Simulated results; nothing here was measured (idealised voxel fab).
You're looking at the process module voxel self aligned vias.
For reference, the cross-section in this document is cut, with width 215 nm and square cells of 5 nm.
Square cells in a grid make up a cross-section in this document, and the grid is given as bands, listed from the top down, each one or more rows of cells. Look at the band entry: it leads with the top's height and the bottom's height in nm. Then it lists the materials left to right, with a width in nm for each. The word "throughout" on a single material says that material fills the band edge to edge. The word "blank" is empty space. The reference from which all heights are counted is 0, the level beneath which the as-received wafer is entirely one material; the lowest band, having no lower bound, proceeds downward and is written after the example "from 0 down". The width entry "30 to 40" should be interpreted row by row: the top row of cells in the band takes the first number, the bottom row takes the second number, and the change between adjacent rows is uniform throughout. Where a step carries "nothing changed", the cross-section came out of it unchanged, cell for cell. The list in "Sealed void listing" covers empty spaces of 8 cells or more that cannot reach the top through any open way, and it gives each as width x height at distance; the distance is from the left edge, and width, height and distance are in nm. If you see something after the settings on a step's line, that's the simulator's own remark about that step. "overlay nm" answers the question of how far to the right of plan the mask lay on a step that has a mask, and when it is negative the answer is to the left.

**Process steps - plan**
1 RECEIVE with material Si
2 CONFORMAL_DEP with material SiO2, thk nm 10
3 CONFORMAL_DEP with material SiCN, thk nm 5
4 DIRECTIONAL_DEP with material lowk, thk nm 20
5 DIRECTIONAL_DEP with material aC, thk nm 15
6 PATTERN with tone open, mask id LINES, material resist, width nm 30, pitch nm 75, thk nm 35, overlay nm 0
7 DIRECTIONAL_ETCH with etch materials aC, depth nm 5
8 STRIP with etch materials resist
9 DIRECTIONAL_ETCH with etch materials lowk, depth nm 20
10 STRIP with etch materials aC
11 CONFORMAL_DEP with material TiN, thk nm 5
12 FILL_DEP with material Ru, thk nm 10
13 CMP with height nm 35
14 SELECTIVE_ETCH with etch materials W Ru TiN, depth nm 5
15 FILL_DEP with material SiN, thk nm 5
16 CMP with height nm 35
17 DIRECTIONAL_DEP with material lowk, thk nm 15
18 DIRECTIONAL_DEP with material aC, thk nm 15
19 PATTERN with tone open, mask id VIAS, material resist, width nm 50, pitch nm 75, thk nm 30, overlay nm 0
20 DIRECTIONAL_ETCH with etch materials aC, depth nm 15
21 STRIP with etch materials resist
22 DIRECTIONAL_ETCH with etch materials lowk, depth nm 15
23 DIRECTIONAL_ETCH with etch materials SiN, depth nm 5
24 STRIP with etch materials aC
25 CONFORMAL_DEP with material TiN, thk nm 5
26 FILL_DEP with material Ru, thk nm 5
27 CMP with height nm 50
28 CONFORMAL_DEP with material SiCN, thk nm 5
The plan shows the depth nm of step 7 as the first wafer had it; this setting differs between the wafers, which start out alike.

**After step 1, as received: first of several wafers, cross-section**
	from 0 down | Si throughout
	Sealed void listing: none

**Here's the first of several wafers in cross-section, end of the module, after the last step, step 28**
	from 55 to 50 | SiCN throughout
	from 50 to 40 | lowk (45)  TiN (5)  Ru (40)  TiN (5)  lowk (25)  TiN (5)  Ru (40)  TiN (5)  lowk (45)
	from 40 to 35 | lowk (45)  TiN (50)  lowk (25)  TiN (50)  lowk (45)
	from 35 to 15 | lowk throughout
	from 15 to 10 | SiCN throughout
	from 10 to 0 | SiO2 throughout
	from 0 down | Si throughout
	Sealed void listing: none

**The final wafer, sectioned at module end**
	from 55 to 50 | SiCN throughout
	from 50 to 40 | lowk (45)  TiN (5)  Ru (40)  TiN (5)  lowk (25)  TiN (5)  Ru (40)  TiN (5)  lowk (45)
	from 40 to 35 | lowk (45)  TiN (15)  Ru (20)  TiN (15)  lowk (25)  TiN (15)  Ru (20)  TiN (15)  lowk (45)
	from 35 to 30 | lowk (55)  TiN (30)  lowk (45)  TiN (30)  lowk (55)
	from 30 to 20 | lowk (55)  TiN (5)  Ru (20)  TiN (5)  lowk (45)  TiN (5)  Ru (20)  TiN (5)  lowk (55)
	from 20 to 15 | lowk (55)  TiN (30)  lowk (45)  TiN (30)  lowk (55)
	from 15 to 10 | SiCN throughout
	from 10 to 0 | SiO2 throughout
	from 0 down | Si throughout
	Sealed void listing: none

**Basically each wafer gets a line in the table, showing it at the end of the module: material by material, the cells it gained (+) or lost (-) since we got it, then its closed voids**
depth nm 5, +32 Ru, +86 SiCN, +86 SiO2, +28 TiN, +241 lowk, Sealed void listing: none
depth nm 10, +32 Ru, +86 SiCN, +86 SiO2, +28 TiN, +241 lowk, Sealed void listing: none
depth nm 15, +56 Ru, +86 SiCN, +86 SiO2, +52 TiN, +193 lowk, Sealed void listing: none
depth nm 20, +56 Ru, +86 SiCN, +86 SiO2, +52 TiN, +193 lowk, Sealed void listing: none
depth nm 25, +56 Ru, +86 SiCN, +86 SiO2, +52 TiN, +193 lowk, Sealed void listing: none
depth nm 30, +56 Ru, +86 SiCN, +86 SiO2, +52 TiN, +193 lowk, Sealed void listing: none
